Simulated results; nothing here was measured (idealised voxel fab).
Process module heading - voxel self aligned contacts
Displayed cross-section: cut, width of 170 nm, square cells sized 5 nm.
Square cells in a grid make up a cross-section in this document, and the grid is given as bands, listed from the top down, each one or more rows of cells. In this notation a band is specified by the heights of its top and bottom, in that order and in nm, after which its materials appear from left to right, each paired with its width in nm. The word "everywhere" attached to a single material means that material fills the band from edge to edge; the word "empty" stands for empty space. A quick word on heights: they are counted from 0, and under that level the wafer as it came to us is one material throughout. The lowest band is different from the rest in having no bottom; it simply continues downward, written as in "from 0 down". A width given as "30 to 40" starts at the first number in the band's top row and ends at the second number in its bottom row, shifting by an equal amount at every step from row to row. "no change occurred" after a step means that no cell of the cross-section changed. So "Closed empty spaces" is basically the list of trapped voids: any empty space of 8 cells or more that can't reach the top through an opening. They're written width x height at distance, the distance being from the left edge, and it's all nm. after a step's settings: what the simulator itself notes on the step. overlay nm: how far to the right of its planned place the mask lay on this masked step (negative: to the left).
**Here's what the planned process steps look like**
1,RECEIVE,material Si
2,OXIDIZE,depth nm 5
3,DIRECTIONAL_DEP,material polySi,thk nm 30
4,DIRECTIONAL_DEP,material SiN,thk nm 20
5,DIRECTIONAL_DEP,material aC,thk nm 15
6,PATTERN,tone cover,mask id GATE,material resist,width nm 35,pitch nm 60,thk nm 35,overlay nm 0
7,DIRECTIONAL_ETCH,etch materials aC,depth nm 15
8,STRIP,etch materials resist
9,DIRECTIONAL_ETCH,etch materials SiN,depth nm 20
10,DIRECTIONAL_ETCH,etch materials polySi,depth nm 30
11,STRIP,etch materials aC
12,CONFORMAL_DEP,material SiN,thk nm 5
13,DIRECTIONAL_ETCH,etch materials SiN,depth nm 5
14,FILL_DEP,material SiO2,thk nm 10
15,CMP,height nm 55
16,MASKED_ETCH,tone open,mask id CONTACT,width nm 45,etch materials SiO2,depth nm 60,overlay nm 0
17,CONFORMAL_DEP,material TiN,thk nm 5
18,FILL_DEP,material W,thk nm 10
19,CMP,height nm 55
20,CONFORMAL_DEP,material SiN,thk nm 5
**Delivered wafer in cross-section: state after step 1**
from 0 down = Si everywhere
Closed empty spaces: none
**Wafer cross-section at module end: first of two, run to plan**
from 60 to 55 = SiN everywhere
from 55 to 50 = SiO2: 60 / TiN: 20 / W: 5 / TiN: 20 / SiO2: 65
from 50 to 30 = SiO2: 30 / SiN: 45 / TiN: 5 / W: 5 / TiN: 5 / SiN: 45 / SiO2: 35
from 30 to 0 = SiO2: 30 / SiN: 5 / polySi: 35 / SiN: 5 / TiN: 5 / W: 5 / TiN: 5 / SiN: 5 / polySi: 35 / SiN: 5 / SiO2: 35
from 0 to -5 = SiO2: 75 / TiN: 15 / SiO2: 80
from -5 down = Si everywhere
Closed empty spaces: none
**So this is wafer number two of the two, cut at the end of the module - it started where the first did and had the same plan, we just got one thing wrong running it**
from 60 to 55 = SiN everywhere
from 55 to 50 = SiO2: 60 / TiN: 25 / W: 5 / TiN: 15 / SiO2: 65
from 50 to 30 = SiO2: 35 / SiN: 45 / TiN: 5 / W: 5 / TiN: 5 / SiN: 45 / SiO2: 30
from 30 to 0 = SiO2: 35 / SiN: 5 / polySi: 35 / SiN: 5 / TiN: 5 / W: 5 / TiN: 5 / SiN: 5 / polySi: 35 / SiN: 5 / SiO2: 30
from 0 to -5 = SiO2: 80 / TiN: 15 / SiO2: 75
from -5 down = Si everywhere
Closed empty spaces: none
Error vs. plan: planned and actual differ for step 6; actual: PATTERN,tone cover,mask id GATE,material resist,width nm 35,pitch nm 60,thk nm 35,overlay nm 5
Same inventory, different map: at the end, the second wafer holds as many cells of each material as the first, placed elsewhere.
